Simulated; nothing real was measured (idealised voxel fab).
process module | voxel transistor to metal
cross-section cut | 285 nm wide | cells 5 nm
A cross-section is a grid of square cells, given in bands from the top down. A band is one or more rows of cells.
Each band's line starts with the height of the band's top and of its bottom, in nm. Then come its materials from left to right, each with its width in nm. One material with "throughout" fills the band from edge to edge. "air" is empty space.
Height 0 is the level under which the wafer as received is all one material. The lowest band goes on downwards, as in "0 down".
A width such as "30 to 40" changes by the same amount from each row of cells to the next, from the band's top row to its bottom row.
"no change" after a step means that no cell of the cross-section changed.
closed voids: empty space of 8 cells or more with no open way to the top, each as width x height at its distance from the left edge, in nm
after a step's settings: what the simulator itself notes on the step
overlay nm, on a step with a mask: how far to the right of its planned place the mask lay; to the left if negative
plan
1 op RECEIVE | material Si
2 op OXIDIZE | depth nm 5
3 op CONFORMAL_DEP | material SiN | thk nm 10
4 op DIRECTIONAL_DEP | material aC | thk nm 10
5 op PATTERN | tone cover | mask id ACTIVE | material resist | width nm 115 | pitch nm 135 | thk nm 30 | overlay nm 0
6 op DIRECTIONAL_ETCH | etch materials aC | depth nm 10
7 op STRIP | etch materials resist
8 op DIRECTIONAL_ETCH | etch materials SiN | depth nm 10
9 op DIRECTIONAL_ETCH | etch materials SiO2 | depth nm 5
10 op DIRECTIONAL_ETCH | etch materials Si | depth nm 35
11 op STRIP | etch materials aC
12 op OXIDIZE | depth nm 5
13 op FILL_DEP | material SiO2 | thk nm 10
14 op CMP | height nm 10
15 op SELECTIVE_ETCH | etch materials SiO2 | depth nm 5
16 op STRIP | etch materials SiN
17 op SELECTIVE_ETCH | etch materials SiO2 | depth nm 5
18 op OXIDIZE | depth nm 5
19 op DIRECTIONAL_DEP | material polySi | thk nm 20
20 op DIRECTIONAL_DEP | material SiCN | thk nm 10
21 op MASKED_ETCH | tone cover | mask id GATE | width nm 35 | pitch nm 135 | etch materials SiCN | depth nm 20 | overlay nm 0
22 op MASKED_ETCH | tone cover | mask id GATE | width nm 35 | pitch nm 135 | etch materials polySi | depth nm 30 | overlay nm 0
23 op CONFORMAL_DEP | material SiN | thk nm 10
24 op DIRECTIONAL_ETCH | etch materials SiN | depth nm 10
25 op DIRECTIONAL_ETCH | etch materials SiO2 | depth nm 5
26 op EPI | material SiGe | thk nm 5
27 op FILL_DEP | material SiO2 | thk nm 5
28 op CMP | height nm 15
29 op STRIP | etch materials polySi
30 op SELECTIVE_ETCH | etch materials SiO2 | depth nm 5
31 op CONFORMAL_DEP | material HfO2 | thk nm 5
32 op CONFORMAL_DEP | material TiN | thk nm 5
33 op FILL_DEP | material W | thk nm 5
34 op CMP | height nm 10
35 op DIRECTIONAL_DEP | material SiO2 | thk nm 10
36 op DIRECTIONAL_DEP | material aC | thk nm 15
37 op PATTERN | tone open | mask id CONTACT | material resist | width nm 15 | thk nm 30 | overlay nm -10
38 op DIRECTIONAL_ETCH | etch materials aC | depth nm 15
39 op STRIP | etch materials resist
40 op DIRECTIONAL_ETCH | etch materials SiO2 | depth nm 25
41 op STRIP | etch materials aC
42 op CONFORMAL_DEP | material TiN | thk nm 5
43 op FILL_DEP | material W | thk nm 10
44 op CMP | height nm 20
45 op CONFORMAL_DEP | material SiN | thk nm 5
46 op DIRECTIONAL_DEP | material lowk | thk nm 20
47 op PATTERN | tone open | mask id METAL_1 | material resist | width nm 15 | thk nm 15 | overlay nm 0
48 op DIRECTIONAL_ETCH | etch materials lowk | depth nm 20
49 op DIRECTIONAL_ETCH | etch materials SiN | depth nm 5
50 op STRIP | etch materials resist
51 op CONFORMAL_DEP | material TiN | thk nm 5
52 op FILL_DEP | material Cu | thk nm 5
53 op CMP | height nm 45
54 op EPI | material Ru | thk nm 5
55 op FILL_DEP | material SiCN | thk nm 5
varied across the wafers: overlay nm of step 37. The plan shows the first wafer's value. All wafers start alike
first wafer as received, after step 1
  0 down: Si throughout
  closed voids: none
each wafer at the end: cells of each material gained (+) or lost (-) since it was received, then its closed voids
overlay nm -10 | +16 Cu | +30 HfO2 | +20 Ru | -219 Si | +94 SiCN | +20 SiGe | +77 SiN | +283 SiO2 | +106 TiN | +20 W | +180 lowk | closed voids: none
overlay nm -5 | +16 Cu | +30 HfO2 | +20 Ru | -219 Si | +94 SiCN | +20 SiGe | +77 SiN | +275 SiO2 | +106 TiN | +28 W | +180 lowk | closed voids: none
overlay nm 0 | +16 Cu | +30 HfO2 | +20 Ru | -219 Si | +94 SiCN | +20 SiGe | +77 SiN | +275 SiO2 | +106 TiN | +28 W | +180 lowk | closed voids: none
overlay nm 5 | +16 Cu | +30 HfO2 | +20 Ru | -219 Si | +94 SiCN | +20 SiGe | +77 SiN | +275 SiO2 | +106 TiN | +28 W | +180 lowk | closed voids: none
overlay nm 10 | +16 Cu | +30 HfO2 | +20 Ru | -219 Si | +94 SiCN | +20 SiGe | +77 SiN | +283 SiO2 | +106 TiN | +20 W | +180 lowk | closed voids: none
overlay nm 15 | +16 Cu | +30 HfO2 | +20 Ru | -219 Si | +94 SiCN | +20 SiGe | +77 SiN | +291 SiO2 | +98 TiN | +20 W | +180 lowk | closed voids: none
